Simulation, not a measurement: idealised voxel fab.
The following process module bears the name voxel self aligned vias.
The cross-section shown here is cut; it is 190 nm wide and divided into square cells measuring 5 nm on a side.
How to read a cross-section here: the picture is a grid of square cells, written as bands going from the top down, and any band can span one or more rows of cells.
The band entry comprises the height of the band's top followed by the height of its bottom, expressed in nm, and subsequently the band's materials from left to right, each stated together with its width in nm. Where a single material is marked with the word "full width", that material fills the band from edge to edge. The word "air" represents empty space.
Height is counted from the level 0, under which the received wafer is composed throughout of one material. The lowest of the bands is not closed at the bottom but continues downward, in the notation "0 down".
Width: "30->40" (first number = top row, second number = bottom row, same change from row to row of cells).
What does "nothing was modified" mean for a step? It means no cell of the cross-section changed in that step.
The entry "Completely enclosed voids" lists the empty spaces that cover at least 8 cells and have no open path to the top. Each is written as width x height at distance, where the distance is measured from the left edge and all three values are in nm.
If you see something after the settings on a step's line, that's the simulator's own remark about that step.
"overlay nm" denotes, for a step that has a mask, the displacement of the mask to the right of its planned place, with negative values corresponding to the left.
**The planned process steps are enumerated hereunder**
| 1 | RECEIVE [material Si] |
| 2 | CONFORMAL_DEP [material SiO2] [thk nm 15] |
| 3 | CONFORMAL_DEP [material SiCN] [thk nm 5] |
| 4 | DIRECTIONAL_DEP [material lowk] [thk nm 25] |
| 5 | PATTERN [tone open] [mask id LINES] [material resist] [width nm 30] [pitch nm 60] [thk nm 20] [overlay nm 0] |
| 6 | DIRECTIONAL_ETCH [etch materials lowk] [depth nm 25] |
| 7 | STRIP [etch materials resist] |
| 8 | CONFORMAL_DEP [material TiN] [thk nm 5] |
| 9 | FILL_DEP [material Ru] [thk nm 10] |
| 10 | CMP [height nm 45] |
| 11 | SELECTIVE_ETCH [etch materials W Ru TiN] [depth nm 10] |
| 12 | FILL_DEP [material SiN] [thk nm 5] |
| 13 | CMP [height nm 45] |
| 14 | DIRECTIONAL_DEP [material lowk] [thk nm 20] |
| 15 | PATTERN [tone open] [mask id VIAS] [material resist] [width nm 40] [pitch nm 60] [thk nm 20] [overlay nm 0] |
| 16 | DIRECTIONAL_ETCH [etch materials lowk] [depth nm 20] |
| 17 | DIRECTIONAL_ETCH [etch materials SiN] [depth nm 10] |
| 18 | STRIP [etch materials resist] |
| 19 | CONFORMAL_DEP [material TiN] [thk nm 5] |
| 20 | FILL_DEP [material Cu] [thk nm 10] |
| 21 | CMP [height nm 65] |
| 22 | CONFORMAL_DEP [material SiN] [thk nm 5] |
**The first of two wafers, run as planned**
**Cross-section: wafer on arrival = after step 1**
> 0 down  Si full width
> Completely enclosed voids: none
**Wafer section view after processing step 2**
> 15 to 0  SiO2 full width
> Beneath the level 0, the cross-section is identical to its previous state.
**Wafer section view after processing step 3**
> 20 to 15  SiCN full width
> Beneath the level 15, the cross-section is identical to its previous state.
**Wafer section view after processing step 4**
> 45 to 20  lowk full width
> Beneath the level 20, the cross-section is identical to its previous state.
**Wafer section view after processing step 5**
> 65 to 45  20 of resist, then 30 of air, then 30 of resist, then 30 of air, then 30 of resist, then 30 of air, then 20 of resist
> Beneath the level 45, the cross-section is identical to its previous state.
**Wafer section view after processing step 6**
> 65 to 45  20 of resist, then 30 of air, then 30 of resist, then 30 of air, then 30 of resist, then 30 of air, then 20 of resist
> 45 to 20  20 of lowk, then 30 of air, then 30 of lowk, then 30 of air, then 30 of lowk, then 30 of air, then 20 of lowk
> Beneath the level 20, the cross-section is identical to its previous state.
**Wafer section view after processing step 7**
> 45 to 20  20 of lowk, then 30 of air, then 30 of lowk, then 30 of air, then 30 of lowk, then 30 of air, then 20 of lowk
> Beneath the level 20, the cross-section is identical to its previous state.
**Wafer section view after processing step 8**
> 50 to 45  25 of TiN, then 20 of air, then 40 of TiN, then 20 of air, then 40 of TiN, then 20 of air, then 25 of TiN
> 45 to 25  20 of lowk, then 5 of TiN, then 20 of air, then 5 of TiN, then 30 of lowk, then 5 of TiN, then 20 of air, then 5 of TiN, then 30 of lowk, then 5 of TiN, then 20 of air, then 5 of TiN, then 20 of lowk
> 25 to 20  20 of lowk, then 30 of TiN, then 30 of lowk, then 30 of TiN, then 30 of lowk, then 30 of TiN, then 20 of lowk
> Beneath the level 20, the cross-section is identical to its previous state.
**Wafer section view after processing step 9**
> 60 to 50  Ru full width
> 50 to 45  25 of TiN, then 20 of Ru, then 40 of TiN, then 20 of Ru, then 40 of TiN, then 20 of Ru, then 25 of TiN
> 45 to 25  20 of lowk, then 5 of TiN, then 20 of Ru, then 5 of TiN, then 30 of lowk, then 5 of TiN, then 20 of Ru, then 5 of TiN, then 30 of lowk, then 5 of TiN, then 20 of Ru, then 5 of TiN, then 20 of lowk
> Beneath the level 25, the cross-section is identical to its previous state.
**Wafer section view after processing step 10**
> 45 to 25  20 of lowk, then 5 of TiN, then 20 of Ru, then 5 of TiN, then 30 of lowk, then 5 of TiN, then 20 of Ru, then 5 of TiN, then 30 of lowk, then 5 of TiN, then 20 of Ru, then 5 of TiN, then 20 of lowk
> Beneath the level 25, the cross-section is identical to its previous state.
**Wafer section view after processing step 11**
> 45 to 35  20 of lowk, then 30 of air, then 30 of lowk, then 30 of air, then 30 of lowk, then 30 of air, then 20 of lowk
> Beneath the level 35, the cross-section is identical to its previous state.
**Wafer section view after processing step 12**
> 50 to 45  SiN full width
> 45 to 35  20 of lowk, then 30 of SiN, then 30 of lowk, then 30 of SiN, then 30 of lowk, then 30 of SiN, then 20 of lowk
> Beneath the level 35, the cross-section is identical to its previous state.
**Wafer section view after processing step 13**
> 45 to 35  20 of lowk, then 30 of SiN, then 30 of lowk, then 30 of SiN, then 30 of lowk, then 30 of SiN, then 20 of lowk
> Beneath the level 35, the cross-section is identical to its previous state.
**Wafer section view after processing step 14**
> 65 to 45  lowk full width
> Beneath the level 45, the cross-section is identical to its previous state.
**Wafer section view after processing step 15**
> 85 to 65  15 of resist, then 40 of air, then 20 of resist, then 40 of air, then 20 of resist, then 40 of air, then 15 of resist
> Beneath the level 65, the cross-section is identical to its previous state.
**Wafer section view after processing step 16**
> 85 to 65  15 of resist, then 40 of air, then 20 of resist, then 40 of air, then 20 of resist, then 40 of air, then 15 of resist
> 65 to 45  15 of lowk, then 40 of air, then 20 of lowk, then 40 of air, then 20 of lowk, then 40 of air, then 15 of lowk
> Beneath the level 45, the cross-section is identical to its previous state.
**Wafer section view after processing step 17**
> 85 to 65  15 of resist, then 40 of air, then 20 of resist, then 40 of air, then 20 of resist, then 40 of air, then 15 of resist
> 65 to 45  15 of lowk, then 40 of air, then 20 of lowk, then 40 of air, then 20 of lowk, then 40 of air, then 15 of lowk
> 45 to 35  20 of lowk, then 30 of air, then 30 of lowk, then 30 of air, then 30 of lowk, then 30 of air, then 20 of lowk
> Beneath the level 35, the cross-section is identical to its previous state.
**Wafer section view after processing step 18**
> 65 to 45  15 of lowk, then 40 of air, then 20 of lowk, then 40 of air, then 20 of lowk, then 40 of air, then 15 of lowk
> Beneath the level 45, the cross-section is identical to its previous state.
**Wafer section view after processing step 19**
> 70 to 65  20 of TiN, then 30 of air, then 30 of TiN, then 30 of air, then 30 of TiN, then 30 of air, then 20 of TiN
> 65 to 50  15 of lowk, then 5 of TiN, then 30 of air, then 5 of TiN, then 20 of lowk, then 5 of TiN, then 30 of air, then 5 of TiN, then 20 of lowk, then 5 of TiN, then 30 of air, then 5 of TiN, then 15 of lowk
> 50 to 40  15->20 of lowk, then 10->5 of TiN, then 20 of air, then 10->5 of TiN, then 20->30 of lowk, then 10->5 of TiN, then 20 of air, then 10->5 of TiN, then 20->30 of lowk, then 10->5 of TiN, then 20 of air, then 10->5 of TiN, then 15->20 of lowk
> 40 to 35  20 of lowk, then 30 of TiN, then 30 of lowk, then 30 of TiN, then 30 of lowk, then 30 of TiN, then 20 of lowk
> Beneath the level 35, the cross-section is identical to its previous state.
**Wafer section view after processing step 20**
> 80 to 70  Cu full width
> 70 to 65  20 of TiN, then 30 of Cu, then 30 of TiN, then 30 of Cu, then 30 of TiN, then 30 of Cu, then 20 of TiN
> 65 to 50  15 of lowk, then 5 of TiN, then 30 of Cu, then 5 of TiN, then 20 of lowk, then 5 of TiN, then 30 of Cu, then 5 of TiN, then 20 of lowk, then 5 of TiN, then 30 of Cu, then 5 of TiN, then 15 of lowk
> 50 to 40  15->20 of lowk, then 10->5 of TiN, then 20 of Cu, then 10->5 of TiN, then 20->30 of lowk, then 10->5 of TiN, then 20 of Cu, then 10->5 of TiN, then 20->30 of lowk, then 10->5 of TiN, then 20 of Cu, then 10->5 of TiN, then 15->20 of lowk
> Beneath the level 40, the cross-section is identical to its previous state.
**Wafer section view after processing step 21**
> 65 to 50  15 of lowk, then 5 of TiN, then 30 of Cu, then 5 of TiN, then 20 of lowk, then 5 of TiN, then 30 of Cu, then 5 of TiN, then 20 of lowk, then 5 of TiN, then 30 of Cu, then 5 of TiN, then 15 of lowk
> Beneath the level 50, the cross-section is identical to its previous state.
**Wafer section view after processing step 22**
> 70 to 65  SiN full width
> Beneath the level 65, the cross-section is identical to its previous state.
**The second wafer was prepared from the same starting point and under the same plan as the first; its processing contained one mistake, and it remains indistinguishable from the first wafer up to and including step 2**
**X-section, second wafer, when step 3 was due to finish**
> 40 to 15  lowk full width
> Beneath the level 15, the cross-section is identical to its previous state.
**X-section, second wafer, when step 4 was due to finish**
> 45 to 40  SiCN full width
> Beneath the level 40, the cross-section is identical to its previous state.
**X-section, second wafer, when step 5 was due to finish**
> 65 to 45  20 of resist, then 30 of air, then 30 of resist, then 30 of air, then 30 of resist, then 30 of air, then 20 of resist
> Beneath the level 45, the cross-section is identical to its previous state.
X-section, second wafer, when step 6 was due to finish: nothing was modified
**X-section, second wafer, when step 7 was due to finish**
> 45 to 40  SiCN full width
> Beneath the level 40, the cross-section is identical to its previous state.
**X-section, second wafer, when step 8 was due to finish**
> 50 to 45  TiN full width
> Beneath the level 45, the cross-section is identical to its previous state.
**X-section, second wafer, when step 9 was due to finish**
> 60 to 50  Ru full width
> Beneath the level 50, the cross-section is identical to its previous state.
**X-section, second wafer, when step 10 was due to finish**
> 45 to 40  SiCN full width
> Beneath the level 40, the cross-section is identical to its previous state.
X-section, second wafer, when step 11 was due to finish: nothing was modified
**X-section, second wafer, when step 12 was due to finish**
> 50 to 45  SiN full width
> Beneath the level 45, the cross-section is identical to its previous state.
**X-section, second wafer, when step 13 was due to finish**
> 45 to 40  SiCN full width
> Beneath the level 40, the cross-section is identical to its previous state.
**X-section, second wafer, when step 14 was due to finish**
> 65 to 45  lowk full width
> Beneath the level 45, the cross-section is identical to its previous state.
**X-section, second wafer, when step 15 was due to finish**
> 85 to 65  15 of resist, then 40 of air, then 20 of resist, then 40 of air, then 20 of resist, then 40 of air, then 15 of resist
> Beneath the level 65, the cross-section is identical to its previous state.
**X-section, second wafer, when step 16 was due to finish**
> 85 to 65  15 of resist, then 40 of air, then 20 of resist, then 40 of air, then 20 of resist, then 40 of air, then 15 of resist
> 65 to 45  15 of lowk, then 40 of air, then 20 of lowk, then 40 of air, then 20 of lowk, then 40 of air, then 15 of lowk
> Beneath the level 45, the cross-section is identical to its previous state.
X-section, second wafer, when step 17 was due to finish: nothing was modified
**X-section, second wafer, when step 18 was due to finish**
> 65 to 45  15 of lowk, then 40 of air, then 20 of lowk, then 40 of air, then 20 of lowk, then 40 of air, then 15 of lowk
> Beneath the level 45, the cross-section is identical to its previous state.
**X-section, second wafer, when step 19 was due to finish**
> 70 to 65  20 of TiN, then 30 of air, then 30 of TiN, then 30 of air, then 30 of TiN, then 30 of air, then 20 of TiN
> 65 to 50  15 of lowk, then 5 of TiN, then 30 of air, then 5 of TiN, then 20 of lowk, then 5 of TiN, then 30 of air, then 5 of TiN, then 20 of lowk, then 5 of TiN, then 30 of air, then 5 of TiN, then 15 of lowk
> 50 to 45  15 of lowk, then 40 of TiN, then 20 of lowk, then 40 of TiN, then 20 of lowk, then 40 of TiN, then 15 of lowk
> Beneath the level 45, the cross-section is identical to its previous state.
**X-section, second wafer, when step 20 was due to finish**
> 80 to 70  Cu full width
> 70 to 65  20 of TiN, then 30 of Cu, then 30 of TiN, then 30 of Cu, then 30 of TiN, then 30 of Cu, then 20 of TiN
> 65 to 50  15 of lowk, then 5 of TiN, then 30 of Cu, then 5 of TiN, then 20 of lowk, then 5 of TiN, then 30 of Cu, then 5 of TiN, then 20 of lowk, then 5 of TiN, then 30 of Cu, then 5 of TiN, then 15 of lowk
> Beneath the level 50, the cross-section is identical to its previous state.
**X-section, second wafer, when step 21 was due to finish**
> 65 to 50  15 of lowk, then 5 of TiN, then 30 of Cu, then 5 of TiN, then 20 of lowk, then 5 of TiN, then 30 of Cu, then 5 of TiN, then 20 of lowk, then 5 of TiN, then 30 of Cu, then 5 of TiN, then 15 of lowk
> Beneath the level 50, the cross-section is identical to its previous state.
**X-section, second wafer, when step 22 was due to finish**
> 70 to 65  SiN full width
> Beneath the level 65, the cross-section is identical to its previous state.
Diagnosis: the processing plan was not followed for steps 3 and 4, which were run with their positions exchanged
Bottom line after processing is that, in cells, the second wafer is up or down on some materials versus the first: 24 fewer of Cu | 24 fewer of Ru | 42 fewer of TiN | 90 more of lowk
